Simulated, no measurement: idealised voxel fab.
Title: Process Module voxel gate over fins
Cross-section cut spans 255 nm and uses square cells 5 nm in size.
Reading order for cross-sections: top band down to bottom band. Underlying form: a grid of square cells. Band size: one or more rows of cells. Heights first: top, then bottom, in nm. Then materials, left to right, each with a width in nm. "throughout" on a single material: fills the band edge to edge. "empty": empty space. Measure heights from 0. That's the level where, below it, the as-received wafer is all one material. The lowest band is bottomless and extends downward; write it as in "0 and below". Width: "30->40" (first number = top row, second number = bottom row, same change from row to row of cells). Step marked "stayed the same"? Then no cell in the cross-section changed in it. Reported under the label "Sealed void list" are the empty spaces having no open way to the top and comprising 8 cells or more; the notation for each is width x height at distance, in which the distance is measured from the left edge and all three values are in nm. What comes after the settings on a step's line is commentary from the simulator itself on that step. overlay nm: right-of-plan distance of the mask on a masked step; negative values mean left-of-plan. What follows is a series of pairs. Each pair shows a cross-section before one process step and the cross-section after it, and the after view is drawn only down to the lowest band that changed. Beneath each pair is the step that lies between the two, with its settings. Pairs may come from different runs of this module on the same starting wafer, so a pair continues from the one above it only where its entry headed "Status before step" says so.
### Status before step
* 0 and below | Si throughout
* Sealed void list: none
### Sectional View, Post-Process
* 10 down to 0 | SiN throughout
* Rest of section, below 0: as before.
* Sealed void list: none
Which step turns the before cross-section above into the after cross-section? op CONFORMAL_DEP | material SiN | thk nm 10
Status before step: see preceding pair, after cross-section.
### Sectional View, Post-Process
* 20 down to 10 | aC throughout
* Rest of section, below 10: as before.
* Sealed void list: none
Which step turns the before cross-section above into the after cross-section? op DIRECTIONAL_DEP | material aC | thk nm 10
Status before step: see preceding pair, after cross-section.
### Sectional View, Post-Process
* 45 down to 20 | empty 75 nm | resist 15 nm | empty 30 nm | resist 15 nm | empty 30 nm | resist 15 nm | empty 75 nm
* Rest of section, below 20: as before.
* Sealed void list: none
Which step turns the before cross-section above into the after cross-section? op PATTERN | tone cover | mask id FINS | material resist | width nm 15 | pitch nm 45 | thk nm 25 | overlay nm 0
Status before step: see preceding pair, after cross-section.
### Sectional View, Post-Process
* 35 down to 20 | empty 75 nm | resist 15 nm | empty 30 nm | resist 15 nm | empty 30 nm | resist 15 nm | empty 75 nm
* 20 down to 10 | empty 75 nm | aC 15 nm | empty 30 nm | aC 15 nm | empty 30 nm | aC 15 nm | empty 75 nm
* Rest of section, below 10: as before.
* Sealed void list: none
Which step turns the before cross-section above into the after cross-section? op DIRECTIONAL_ETCH | etch materials aC | depth nm 10
Status before step: see preceding pair, after cross-section.
### Sectional View, Post-Process
* 20 down to 10 | empty 75 nm | aC 15 nm | empty 30 nm | aC 15 nm | empty 30 nm | aC 15 nm | empty 75 nm
* Rest of section, below 10: as before.
* Sealed void list: none
Which step turns the before cross-section above into the after cross-section? op STRIP | etch materials resist
Status before step: see preceding pair, after cross-section.
### Sectional View, Post-Process
* 20 down to 10 | empty 75 nm | aC 15 nm | empty 30 nm | aC 15 nm | empty 30 nm | aC 15 nm | empty 75 nm
* 10 down to 0 | empty 75 nm | SiN 15 nm | empty 30 nm | SiN 15 nm | empty 30 nm | SiN 15 nm | empty 75 nm
* Rest of section, below 0: as before.
* Sealed void list: none
Which step turns the before cross-section above into the after cross-section? op DIRECTIONAL_ETCH | etch materials SiN | depth nm 10
Status before step: see preceding pair, after cross-section.
### Sectional View, Post-Process
* 20 down to 10 | empty 75 nm | aC 15 nm | empty 30 nm | aC 15 nm | empty 30 nm | aC 15 nm | empty 75 nm
* 10 down to 0 | empty 75 nm | SiN 15 nm | empty 30 nm | SiN 15 nm | empty 30 nm | SiN 15 nm | empty 75 nm
* 0 down to -40 | empty 75 nm | Si 15 nm | empty 30 nm | Si 15 nm | empty 30 nm | Si 15 nm | empty 75 nm
* Rest of section, below -40: as before.
* Sealed void list: none
Which step turns the before cross-section above into the after cross-section? op DIRECTIONAL_ETCH | etch materials Si | depth nm 40
Status before step: see preceding pair, after cross-section.
### Sectional View, Post-Process
* 10 down to 0 | empty 75 nm | SiN 15 nm | empty 30 nm | SiN 15 nm | empty 30 nm | SiN 15 nm | empty 75 nm
* Rest of section, below 0: as before.
* Sealed void list: none
Which step turns the before cross-section above into the after cross-section? op STRIP | etch materials aC
Status before step: see preceding pair, after cross-section.
### Sectional View, Post-Process
* 15 down to 10 | SiO2 throughout
* 10 down to 0 | SiO2 75 nm | SiN 15 nm | SiO2 30 nm | SiN 15 nm | SiO2 30 nm | SiN 15 nm | SiO2 75 nm
* 0 down to -40 | SiO2 75 nm | Si 15 nm | SiO2 30 nm | Si 15 nm | SiO2 30 nm | Si 15 nm | SiO2 75 nm
* Rest of section, below -40: as before.
* Sealed void list: none
Which step turns the before cross-section above into the after cross-section? op FILL_DEP | material SiO2 | thk nm 5
Status before step: see preceding pair, after cross-section.
### Sectional View, Post-Process
* 10 down to 0 | SiO2 75 nm | SiN 15 nm | SiO2 30 nm | SiN 15 nm | SiO2 30 nm | SiN 15 nm | SiO2 75 nm
* Rest of section, below 0: as before.
* Sealed void list: none
Which step turns the before cross-section above into the after cross-section? op CMP | height nm 10
Status before step: see preceding pair, after cross-section.
### Sectional View, Post-Process
* 10 down to 0 | empty 75 nm | SiN 15 nm | empty 30 nm | SiN 15 nm | empty 30 nm | SiN 15 nm | empty 75 nm
* 0 down to -15 | empty 75 nm | Si 15 nm | empty 30 nm | Si 15 nm | empty 30 nm | Si 15 nm | empty 75 nm
* Rest of section, below -15: as before.
* Sealed void list: none
Which step turns the before cross-section above into the after cross-section? op SELECTIVE_ETCH | etch materials SiO2 | depth nm 25
Status before step: see preceding pair, after cross-section.
### Sectional View, Post-Process
* 0 down to -15 | empty 75 nm | Si 15 nm | empty 30 nm | Si 15 nm | empty 30 nm | Si 15 nm | empty 75 nm
* Rest of section, below -15: as before.
* Sealed void list: none
Which step turns the before cross-section above into the after cross-section? op STRIP | etch materials SiN
Status before step: see preceding pair, after cross-section.
### Sectional View, Post-Process
* 5 down to 0 | empty 70 nm | HfO2 25 nm | empty 20 nm | HfO2 25 nm | empty 20 nm | HfO2 25 nm | empty 70 nm
* 0 down to -10 | empty 70 nm | HfO2 5 nm | Si 15 nm | HfO2 5 nm | empty 20 nm | HfO2 5 nm | Si 15 nm | HfO2 5 nm | empty 20 nm | HfO2 5 nm | Si 15 nm | HfO2 5 nm | empty 70 nm
* -10 down to -15 | HfO2 75 nm | Si 15 nm | HfO2 30 nm | Si 15 nm | HfO2 30 nm | Si 15 nm | HfO2 75 nm
* Rest of section, below -15: as before.
* Sealed void list: none
Which step turns the before cross-section above into the after cross-section? op CONFORMAL_DEP | material HfO2 | thk nm 5
Status before step: see preceding pair, after cross-section.
### Sectional View, Post-Process
* 10 down to 5 | empty 65 nm | TiN 35 nm | empty 10 nm | TiN 35 nm | empty 10 nm | TiN 35 nm | empty 65 nm
* 5 down to 0 | empty 65 nm | TiN 5 nm | HfO2 25 nm | TiN 5 nm | empty 10 nm | TiN 5 nm | HfO2 25 nm | TiN 5 nm | empty 10 nm | TiN 5 nm | HfO2 25 nm | TiN 5 nm | empty 65 nm
* 0 down to -5 | empty 65 nm | TiN 5 nm | HfO2 5 nm | Si 15 nm | HfO2 5 nm | TiN 5 nm | empty 10 nm | TiN 5 nm | HfO2 5 nm | Si 15 nm | HfO2 5 nm | TiN 5 nm | empty 10 nm | TiN 5 nm | HfO2 5 nm | Si 15 nm | HfO2 5 nm | TiN 5 nm | empty 65 nm
* -5 down to -10 | TiN 70 nm | HfO2 5 nm | Si 15 nm | HfO2 5 nm | TiN 20 nm | HfO2 5 nm | Si 15 nm | HfO2 5 nm | TiN 20 nm | HfO2 5 nm | Si 15 nm | HfO2 5 nm | TiN 70 nm
* Rest of section, below -10: as before.
* Sealed void list: none
Which step turns the before cross-section above into the after cross-section? op CONFORMAL_DEP | material TiN | thk nm 5
Status before step: see preceding pair, after cross-section.
### Sectional View, Post-Process
* 25 down to 10 | W throughout
* 10 down to 5 | W 65 nm | TiN 35 nm | W 10 nm | TiN 35 nm | W 10 nm | TiN 35 nm | W 65 nm
* 5 down to 0 | W 65 nm | TiN 5 nm | HfO2 25 nm | TiN 5 nm | W 10 nm | TiN 5 nm | HfO2 25 nm | TiN 5 nm | W 10 nm | TiN 5 nm | HfO2 25 nm | TiN 5 nm | W 65 nm
* 0 down to -5 | W 65 nm | TiN 5 nm | HfO2 5 nm | Si 15 nm | HfO2 5 nm | TiN 5 nm | W 10 nm | TiN 5 nm | HfO2 5 nm | Si 15 nm | HfO2 5 nm | TiN 5 nm | W 10 nm | TiN 5 nm | HfO2 5 nm | Si 15 nm | HfO2 5 nm | TiN 5 nm | W 65 nm
* Rest of section, below -5: as before.
* Sealed void list: none
Which step turns the before cross-section above into the after cross-section? op FILL_DEP | material W | thk nm 15
Status before step: see preceding pair, after cross-section.
### Sectional View, Post-Process
* 20 down to 10 | W throughout
* Rest of section, below 10: as before.
* Sealed void list: none
Which step turns the before cross-section above into the after cross-section? op CMP | height nm 20
Status before step: see preceding pair, after cross-section.
### Sectional View, Post-Process
* 25 down to 20 | SiN throughout
* Rest of section, below 20: as before.
* Sealed void list: none
Which step turns the before cross-section above into the after cross-section? op CONFORMAL_DEP | material SiN | thk nm 5
### Status before step
* 0 down to -15 | empty 75 nm | Si 15 nm | empty 30 nm | Si 15 nm | empty 30 nm | Si 15 nm | empty 75 nm
* -15 down to -40 | SiO2 75 nm | Si 15 nm | SiO2 30 nm | Si 15 nm | SiO2 30 nm | Si 15 nm | SiO2 75 nm
* -40 and below | Si throughout
* Sealed void list: none
### Sectional View, Post-Process
* 5 down to 0 | empty 70 nm | TiN 25 nm | empty 20 nm | TiN 25 nm | empty 20 nm | TiN 25 nm | empty 70 nm
* 0 down to -10 | empty 70 nm | TiN 5 nm | Si 15 nm | TiN 5 nm | empty 20 nm | TiN 5 nm | Si 15 nm | TiN 5 nm | empty 20 nm | TiN 5 nm | Si 15 nm | TiN 5 nm | empty 70 nm
* -10 down to -15 | TiN 75 nm | Si 15 nm | TiN 30 nm | Si 15 nm | TiN 30 nm | Si 15 nm | TiN 75 nm
* Rest of section, below -15: as before.
* Sealed void list: none
Which step turns the before cross-section above into the after cross-section? op CONFORMAL_DEP | material TiN | thk nm 5
Status before step: see preceding pair, after cross-section.
### Sectional View, Post-Process
* 20 down to 5 | W throughout
* 5 down to 0 | W 70 nm | TiN 25 nm | W 20 nm | TiN 25 nm | W 20 nm | TiN 25 nm | W 70 nm
* 0 down to -10 | W 70 nm | TiN 5 nm | Si 15 nm | TiN 5 nm | W 20 nm | TiN 5 nm | Si 15 nm | TiN 5 nm | W 20 nm | TiN 5 nm | Si 15 nm | TiN 5 nm | W 70 nm
* Rest of section, below -10: as before.
* Sealed void list: none
Which step turns the before cross-section above into the after cross-section? op FILL_DEP | material W | thk nm 15
Status before step: see preceding pair, after cross-section.
### Sectional View, Post-Process
* 25 down to 20 | SiN throughout
* Rest of section, below 20: as before.
* Sealed void list: none
Which step turns the before cross-section above into the after cross-section? op CONFORMAL_DEP | material SiN | thk nm 5
### Status before step
* 5 down to 0 | empty 70 nm | TiN 25 nm | empty 20 nm | TiN 25 nm | empty 20 nm | TiN 25 nm | empty 70 nm
* 0 down to -10 | empty 70 nm | TiN 5 nm | Si 15 nm | TiN 5 nm | empty 20 nm | TiN 5 nm | Si 15 nm | TiN 5 nm | empty 20 nm | TiN 5 nm | Si 15 nm | TiN 5 nm | empty 70 nm
* -10 down to -15 | TiN 75 nm | Si 15 nm | TiN 30 nm | Si 15 nm | TiN 30 nm | Si 15 nm | TiN 75 nm
* -15 down to -40 | SiO2 75 nm | Si 15 nm | SiO2 30 nm | Si 15 nm | SiO2 30 nm | Si 15 nm | SiO2 75 nm
* -40 and below | Si throughout
* Sealed void list: none
### Sectional View, Post-Process
* 10 down to 5 | empty 65 nm | HfO2 35 nm | empty 10 nm | HfO2 35 nm | empty 10 nm | HfO2 35 nm | empty 65 nm
* 5 down to 0 | empty 65 nm | HfO2 5 nm | TiN 25 nm | HfO2 5 nm | empty 10 nm | HfO2 5 nm | TiN 25 nm | HfO2 5 nm | empty 10 nm | HfO2 5 nm | TiN 25 nm | HfO2 5 nm | empty 65 nm
* 0 down to -5 | empty 65 nm | HfO2 5 nm | TiN 5 nm | Si 15 nm | TiN 5 nm | HfO2 5 nm | empty 10 nm | HfO2 5 nm | TiN 5 nm | Si 15 nm | TiN 5 nm | HfO2 5 nm | empty 10 nm | HfO2 5 nm | TiN 5 nm | Si 15 nm | TiN 5 nm | HfO2 5 nm | empty 65 nm
* -5 down to -10 | HfO2 70 nm | TiN 5 nm | Si 15 nm | TiN 5 nm | HfO2 20 nm | TiN 5 nm | Si 15 nm | TiN 5 nm | HfO2 20 nm | TiN 5 nm | Si 15 nm | TiN 5 nm | HfO2 70 nm
* Rest of section, below -10: as before.
* Sealed void list: none
Which step turns the before cross-section above into the after cross-section? op CONFORMAL_DEP | material HfO2 | thk nm 5
Status before step: see preceding pair, after cross-section.
### Sectional View, Post-Process
* 25 down to 10 | W throughout
* 10 down to 5 | W 65 nm | HfO2 35 nm | W 10 nm | HfO2 35 nm | W 10 nm | HfO2 35 nm | W 65 nm
* 5 down to 0 | W 65 nm | HfO2 5 nm | TiN 25 nm | HfO2 5 nm | W 10 nm | HfO2 5 nm | TiN 25 nm | HfO2 5 nm | W 10 nm | HfO2 5 nm | TiN 25 nm | HfO2 5 nm | W 65 nm
* 0 down to -5 | W 65 nm | HfO2 5 nm | TiN 5 nm | Si 15 nm | TiN 5 nm | HfO2 5 nm | W 10 nm | HfO2 5 nm | TiN 5 nm | Si 15 nm | TiN 5 nm | HfO2 5 nm | W 10 nm | HfO2 5 nm | TiN 5 nm | Si 15 nm | TiN 5 nm | HfO2 5 nm | W 65 nm
* Rest of section, below -5: as before.
* Sealed void list: none
Which step turns the before cross-section above into the after cross-section? op FILL_DEP | material W | thk nm 15
Status before step: see preceding pair, after cross-section.
### Sectional View, Post-Process
* 20 down to 10 | W throughout
* Rest of section, below 10: as before.
* Sealed void list: none
Which step turns the before cross-section above into the after cross-section? op CMP | height nm 20
Status before step: see preceding pair, after cross-section.
### Sectional View, Post-Process
* 25 down to 20 | SiN throughout
* Rest of section, below 20: as before.
* Sealed void list: none
Which step turns the before cross-section above into the after cross-section? op CONFORMAL_DEP | material SiN | thk nm 5
### Status before step
* 0 down to -15 | empty 75 nm | Si 15 nm | empty 30 nm | Si 15 nm | empty 30 nm | Si 15 nm | empty 75 nm
* -15 down to -40 | SiO2 75 nm | Si 15 nm | SiO2 30 nm | Si 15 nm | SiO2 30 nm | Si 15 nm | SiO2 75 nm
* -40 and below | Si throughout
* Sealed void list: none
### Sectional View, Post-Process
* 15 down to 0 | empty 60 nm | HfO2 135 nm | empty 60 nm
* 0 down to -15 | HfO2 75 nm | Si 15 nm | HfO2 30 nm | Si 15 nm | HfO2 30 nm | Si 15 nm | HfO2 75 nm
* Rest of section, below -15: as before.
* Sealed void list: none
Which step turns the before cross-section above into the after cross-section? op CONFORMAL_DEP | material HfO2 | thk nm 15
Status before step: see preceding pair, after cross-section.
### Sectional View, Post-Process
* 20 down to 15 | empty 55 nm | TiN 145 nm | empty 55 nm
* 15 down to 5 | empty 55 nm | TiN 5 nm | HfO2 135 nm | TiN 5 nm | empty 55 nm
* 5 down to 0 | TiN 60 nm | HfO2 135 nm | TiN 60 nm
* Rest of section, below 0: as before.
* Sealed void list: none
Which step turns the before cross-section above into the after cross-section? op CONFORMAL_DEP | material TiN | thk nm 5
Status before step: see preceding pair, after cross-section.
### Sectional View, Post-Process
* 35 down to 20 | W throughout
* 20 down to 15 | W 55 nm | TiN 145 nm | W 55 nm
* 15 down to 5 | W 55 nm | TiN 5 nm | HfO2 135 nm | TiN 5 nm | W 55 nm
* Rest of section, below 5: as before.
* Sealed void list: none
Which step turns the before cross-section above into the after cross-section? op FILL_DEP | material W | thk nm 15
Status before step: see preceding pair, after cross-section.
### Sectional View, Post-Process
* 20 down to 15 | W 55 nm | TiN 145 nm | W 55 nm
* Rest of section, below 15: as before.
* Sealed void list: none
Which step turns the before cross-section above into the after cross-section? op CMP | height nm 20
Status before step: see preceding pair, after cross-section.
### Sectional View, Post-Process
* 25 down to 20 | SiN throughout
* Rest of section, below 20: as before.
* Sealed void list: none
Which step turns the before cross-section above into the after cross-section? op CONFORMAL_DEP | material SiN | thk nm 5
### Status before step
* 20 down to 10 | aC throughout
* 10 down to 0 | SiN throughout
* 0 and below | Si throughout
* Sealed void list: none
### Sectional View, Post-Process
* 45 down to 20 | empty 70 nm | resist 25 nm | empty 20 nm | resist 25 nm | empty 20 nm | resist 25 nm | empty 70 nm
* Rest of section, below 20: as before.
* Sealed void list: none
Which step turns the before cross-section above into the after cross-section? op PATTERN | tone cover | mask id FINS | material resist | width nm 25 | pitch nm 45 | thk nm 25 | overlay nm 0
Status before step: see preceding pair, after cross-section.
### Sectional View, Post-Process
* 35 down to 20 | empty 70 nm | resist 25 nm | empty 20 nm | resist 25 nm | empty 20 nm | resist 25 nm | empty 70 nm
* 20 down to 10 | empty 70 nm | aC 25 nm | empty 20 nm | aC 25 nm | empty 20 nm | aC 25 nm | empty 70 nm
* Rest of section, below 10: as before.
* Sealed void list: none
Which step turns the before cross-section above into the after cross-section? op DIRECTIONAL_ETCH | etch materials aC | depth nm 10
Status before step: see preceding pair, after cross-section.
### Sectional View, Post-Process
* 20 down to 10 | empty 70 nm | aC 25 nm | empty 20 nm | aC 25 nm | empty 20 nm | aC 25 nm | empty 70 nm
* Rest of section, below 10: as before.
* Sealed void list: none
Which step turns the before cross-section above into the after cross-section? op STRIP | etch materials resist
Status before step: see preceding pair, after cross-section.
### Sectional View, Post-Process
* 20 down to 10 | empty 70 nm | aC 25 nm | empty 20 nm | aC 25 nm | empty 20 nm | aC 25 nm | empty 70 nm
* 10 down to 0 | empty 70 nm | SiN 25 nm | empty 20 nm | SiN 25 nm | empty 20 nm | SiN 25 nm | empty 70 nm
* Rest of section, below 0: as before.
* Sealed void list: none
Which step turns the before cross-section above into the after cross-section? op DIRECTIONAL_ETCH | etch materials SiN | depth nm 10
Status before step: see preceding pair, after cross-section.
### Sectional View, Post-Process
* 20 down to 10 | empty 70 nm | aC 25 nm | empty 20 nm | aC 25 nm | empty 20 nm | aC 25 nm | empty 70 nm
* 10 down to 0 | empty 70 nm | SiN 25 nm | empty 20 nm | SiN 25 nm | empty 20 nm | SiN 25 nm | empty 70 nm
* 0 down to -40 | empty 70 nm | Si 25 nm | empty 20 nm | Si 25 nm | empty 20 nm | Si 25 nm | empty 70 nm
* Rest of section, below -40: as before.
* Sealed void list: none
Which step turns the before cross-section above into the after cross-section? op DIRECTIONAL_ETCH | etch materials Si | depth nm 40
Status before step: see preceding pair, after cross-section.
### Sectional View, Post-Process
* 10 down to 0 | empty 70 nm | SiN 25 nm | empty 20 nm | SiN 25 nm | empty 20 nm | SiN 25 nm | empty 70 nm
* Rest of section, below 0: as before.
* Sealed void list: none
Which step turns the before cross-section above into the after cross-section? op STRIP | etch materials aC
Status before step: see preceding pair, after cross-section.
### Sectional View, Post-Process
* 15 down to 10 | SiO2 throughout
* 10 down to 0 | SiO2 70 nm | SiN 25 nm | SiO2 20 nm | SiN 25 nm | SiO2 20 nm | SiN 25 nm | SiO2 70 nm
* 0 down to -40 | SiO2 70 nm | Si 25 nm | SiO2 20 nm | Si 25 nm | SiO2 20 nm | Si 25 nm | SiO2 70 nm
* Rest of section, below -40: as before.
* Sealed void list: none
Which step turns the before cross-section above into the after cross-section? op FILL_DEP | material SiO2 | thk nm 5
Status before step: see preceding pair, after cross-section.
### Sectional View, Post-Process
* 10 down to 0 | SiO2 70 nm | SiN 25 nm | SiO2 20 nm | SiN 25 nm | SiO2 20 nm | SiN 25 nm | SiO2 70 nm
* Rest of section, below 0: as before.
* Sealed void list: none
Which step turns the before cross-section above into the after cross-section? op CMP | height nm 10
Status before step: see preceding pair, after cross-section.
### Sectional View, Post-Process
* 10 down to 0 | empty 70 nm | SiN 25 nm | empty 20 nm | SiN 25 nm | empty 20 nm | SiN 25 nm | empty 70 nm
* 0 down to -15 | empty 70 nm | Si 25 nm | empty 20 nm | Si 25 nm | empty 20 nm | Si 25 nm | empty 70 nm
* Rest of section, below -15: as before.
* Sealed void list: none
Which step turns the before cross-section above into the after cross-section? op SELECTIVE_ETCH | etch materials SiO2 | depth nm 25
Status before step: see preceding pair, after cross-section.
### Sectional View, Post-Process
* 0 down to -15 | empty 70 nm | Si 25 nm | empty 20 nm | Si 25 nm | empty 20 nm | Si 25 nm | empty 70 nm
* Rest of section, below -15: as before.
* Sealed void list: none
Which step turns the before cross-section above into the after cross-section? op STRIP | etch materials SiN
Status before step: see preceding pair, after cross-section.
### Sectional View, Post-Process
* 5 down to 0 | empty 65 nm | HfO2 35 nm | empty 10 nm | HfO2 35 nm | empty 10 nm | HfO2 35 nm | empty 65 nm
* 0 down to -10 | empty 65 nm | HfO2 5 nm | Si 25 nm | HfO2 5 nm | empty 10 nm | HfO2 5 nm | Si 25 nm | HfO2 5 nm | empty 10 nm | HfO2 5 nm | Si 25 nm | HfO2 5 nm | empty 65 nm
* -10 down to -15 | HfO2 70 nm | Si 25 nm | HfO2 20 nm | Si 25 nm | HfO2 20 nm | Si 25 nm | HfO2 70 nm
* Rest of section, below -15: as before.
* Sealed void list: none
Which step turns the before cross-section above into the after cross-section? op CONFORMAL_DEP | material HfO2 | thk nm 5
Status before step: see preceding pair, after cross-section.
### Sectional View, Post-Process
* 10 down to 5 | empty 60 nm | TiN 135 nm | empty 60 nm
* 5 down to 0 | empty 60 nm | TiN 5 nm | HfO2 35 nm | TiN 10 nm | HfO2 35 nm | TiN 10 nm | HfO2 35 nm | TiN 5 nm | empty 60 nm
* 0 down to -5 | empty 60 nm | TiN 5 nm | HfO2 5 nm | Si 25 nm | HfO2 5 nm | TiN 10 nm | HfO2 5 nm | Si 25 nm | HfO2 5 nm | TiN 10 nm | HfO2 5 nm | Si 25 nm | HfO2 5 nm | TiN 5 nm | empty 60 nm
* -5 down to -10 | TiN 65 nm | HfO2 5 nm | Si 25 nm | HfO2 5 nm | TiN 10 nm | HfO2 5 nm | Si 25 nm | HfO2 5 nm | TiN 10 nm | HfO2 5 nm | Si 25 nm | HfO2 5 nm | TiN 65 nm
* Rest of section, below -10: as before.
* Sealed void list: none
Which step turns the before cross-section above into the after cross-section? op CONFORMAL_DEP | material TiN | thk nm 5
Status before step: see preceding pair, after cross-section.
### Sectional View, Post-Process
* 25 down to 10 | W throughout
* 10 down to 5 | W 60 nm | TiN 135 nm | W 60 nm
* 5 down to 0 | W 60 nm | TiN 5 nm | HfO2 35 nm | TiN 10 nm | HfO2 35 nm | TiN 10 nm | HfO2 35 nm | TiN 5 nm | W 60 nm
* 0 down to -5 | W 60 nm | TiN 5 nm | HfO2 5 nm | Si 25 nm | HfO2 5 nm | TiN 10 nm | HfO2 5 nm | Si 25 nm | HfO2 5 nm | TiN 10 nm | HfO2 5 nm | Si 25 nm | HfO2 5 nm | TiN 5 nm | W 60 nm
* Rest of section, below -5: as before.
* Sealed void list: none
Which step turns the before cross-section above into the after cross-section? op FILL_DEP | material W | thk nm 15
Status before step: see preceding pair, after cross-section.
### Sectional View, Post-Process
* 20 down to 10 | W throughout
* Rest of section, below 10: as before.
* Sealed void list: none
Which step turns the before cross-section above into the after cross-section? op CMP | height nm 20
Status before step: see preceding pair, after cross-section.
### Sectional View, Post-Process
* 25 down to 20 | SiN throughout
* Rest of section, below 20: as before.
* Sealed void list: none
Which step turns the before cross-section above into the after cross-section? op CONFORMAL_DEP | material SiN | thk nm 5
### Status before step
* 20 down to 10 | aC throughout
* 10 down to 0 | SiN throughout
* 0 and below | Si throughout
* Sealed void list: none
### Sectional View, Post-Process
* 45 down to 20 | empty 85 nm | resist 15 nm | empty 30 nm | resist 15 nm | empty 30 nm | resist 15 nm | empty 65 nm
* Rest of section, below 20: as before.
* Sealed void list: none
Which step turns the before cross-section above into the after cross-section? op PATTERN | tone cover | mask id FINS | material resist | width nm 15 | pitch nm 45 | thk nm 25 | overlay nm 10
Status before step: see preceding pair, after cross-section.
### Sectional View, Post-Process
* 35 down to 20 | empty 85 nm | resist 15 nm | empty 30 nm | resist 15 nm | empty 30 nm | resist 15 nm | empty 65 nm
* 20 down to 10 | empty 85 nm | aC 15 nm | empty 30 nm | aC 15 nm | empty 30 nm | aC 15 nm | empty 65 nm
* Rest of section, below 10: as before.
* Sealed void list: none
Which step turns the before cross-section above into the after cross-section? op DIRECTIONAL_ETCH | etch materials aC | depth nm 10
Status before step: see preceding pair, after cross-section.
### Sectional View, Post-Process
* 20 down to 10 | empty 85 nm | aC 15 nm | empty 30 nm | aC 15 nm | empty 30 nm | aC 15 nm | empty 65 nm
* Rest of section, below 10: as before.
* Sealed void list: none
Which step turns the before cross-section above into the after cross-section? op STRIP | etch materials resist
Status before step: see preceding pair, after cross-section.
### Sectional View, Post-Process
* 20 down to 10 | empty 85 nm | aC 15 nm | empty 30 nm | aC 15 nm | empty 30 nm | aC 15 nm | empty 65 nm
* 10 down to 0 | empty 85 nm | SiN 15 nm | empty 30 nm | SiN 15 nm | empty 30 nm | SiN 15 nm | empty 65 nm
* Rest of section, below 0: as before.
* Sealed void list: none
Which step turns the before cross-section above into the after cross-section? op DIRECTIONAL_ETCH | etch materials SiN | depth nm 10
Status before step: see preceding pair, after cross-section.
### Sectional View, Post-Process
* 20 down to 10 | empty 85 nm | aC 15 nm | empty 30 nm | aC 15 nm | empty 30 nm | aC 15 nm | empty 65 nm
* 10 down to 0 | empty 85 nm | SiN 15 nm | empty 30 nm | SiN 15 nm | empty 30 nm | SiN 15 nm | empty 65 nm
* 0 down to -40 | empty 85 nm | Si 15 nm | empty 30 nm | Si 15 nm | empty 30 nm | Si 15 nm | empty 65 nm
* Rest of section, below -40: as before.
* Sealed void list: none
Which step turns the before cross-section above into the after cross-section? op DIRECTIONAL_ETCH | etch materials Si | depth nm 40
Status before step: see preceding pair, after cross-section.
### Sectional View, Post-Process
* 10 down to 0 | empty 85 nm | SiN 15 nm | empty 30 nm | SiN 15 nm | empty 30 nm | SiN 15 nm | empty 65 nm
* Rest of section, below 0: as before.
* Sealed void list: none
Which step turns the before cross-section above into the after cross-section? op STRIP | etch materials aC
Status before step: see preceding pair, after cross-section.
### Sectional View, Post-Process
* 15 down to 10 | SiO2 throughout
* 10 down to 0 | SiO2 85 nm | SiN 15 nm | SiO2 30 nm | SiN 15 nm | SiO2 30 nm | SiN 15 nm | SiO2 65 nm
* 0 down to -40 | SiO2 85 nm | Si 15 nm | SiO2 30 nm | Si 15 nm | SiO2 30 nm | Si 15 nm | SiO2 65 nm
* Rest of section, below -40: as before.
* Sealed void list: none
Which step turns the before cross-section above into the after cross-section? op FILL_DEP | material SiO2 | thk nm 5
Status before step: see preceding pair, after cross-section.
### Sectional View, Post-Process
* 10 down to 0 | SiO2 85 nm | SiN 15 nm | SiO2 30 nm | SiN 15 nm | SiO2 30 nm | SiN 15 nm | SiO2 65 nm
* Rest of section, below 0: as before.
* Sealed void list: none
Which step turns the before cross-section above into the after cross-section? op CMP | height nm 10
Status before step: see preceding pair, after cross-section.
### Sectional View, Post-Process
* 10 down to 0 | empty 85 nm | SiN 15 nm | empty 30 nm | SiN 15 nm | empty 30 nm | SiN 15 nm | empty 65 nm
* 0 down to -15 | empty 85 nm | Si 15 nm | empty 30 nm | Si 15 nm | empty 30 nm | Si 15 nm | empty 65 nm
* Rest of section, below -15: as before.
* Sealed void list: none
Which step turns the before cross-section above into the after cross-section? op SELECTIVE_ETCH | etch materials SiO2 | depth nm 25
Status before step: see preceding pair, after cross-section.
### Sectional View, Post-Process
* 0 down to -15 | empty 85 nm | Si 15 nm | empty 30 nm | Si 15 nm | empty 30 nm | Si 15 nm | empty 65 nm
* Rest of section, below -15: as before.
* Sealed void list: none
Which step turns the before cross-section above into the after cross-section? op STRIP | etch materials SiN
Status before step: see preceding pair, after cross-section.
### Sectional View, Post-Process
* 5 down to 0 | empty 80 nm | HfO2 25 nm | empty 20 nm | HfO2 25 nm | empty 20 nm | HfO2 25 nm | empty 60 nm
* 0 down to -10 | empty 80 nm | HfO2 5 nm | Si 15 nm | HfO2 5 nm | empty 20 nm | HfO2 5 nm | Si 15 nm | HfO2 5 nm | empty 20 nm | HfO2 5 nm | Si 15 nm | HfO2 5 nm | empty 60 nm
* -10 down to -15 | HfO2 85 nm | Si 15 nm | HfO2 30 nm | Si 15 nm | HfO2 30 nm | Si 15 nm | HfO2 65 nm
* Rest of section, below -15: as before.
* Sealed void list: none
Which step turns the before cross-section above into the after cross-section? op CONFORMAL_DEP | material HfO2 | thk nm 5
Status before step: see preceding pair, after cross-section.
### Sectional View, Post-Process
* 10 down to 5 | empty 75 nm | TiN 35 nm | empty 10 nm | TiN 35 nm | empty 10 nm | TiN 35 nm | empty 55 nm
* 5 down to 0 | empty 75 nm | TiN 5 nm | HfO2 25 nm | TiN 5 nm | empty 10 nm | TiN 5 nm | HfO2 25 nm | TiN 5 nm | empty 10 nm | TiN 5 nm | HfO2 25 nm | TiN 5 nm | empty 55 nm
* 0 down to -5 | empty 75 nm | TiN 5 nm | HfO2 5 nm | Si 15 nm | HfO2 5 nm | TiN 5 nm | empty 10 nm | TiN 5 nm | HfO2 5 nm | Si 15 nm | HfO2 5 nm | TiN 5 nm | empty 10 nm | TiN 5 nm | HfO2 5 nm | Si 15 nm | HfO2 5 nm | TiN 5 nm | empty 55 nm
* -5 down to -10 | TiN 80 nm | HfO2 5 nm | Si 15 nm | HfO2 5 nm | TiN 20 nm | HfO2 5 nm | Si 15 nm | HfO2 5 nm | TiN 20 nm | HfO2 5 nm | Si 15 nm | HfO2 5 nm | TiN 60 nm
* Rest of section, below -10: as before.
* Sealed void list: none
Which step turns the before cross-section above into the after cross-section? op CONFORMAL_DEP | material TiN | thk nm 5
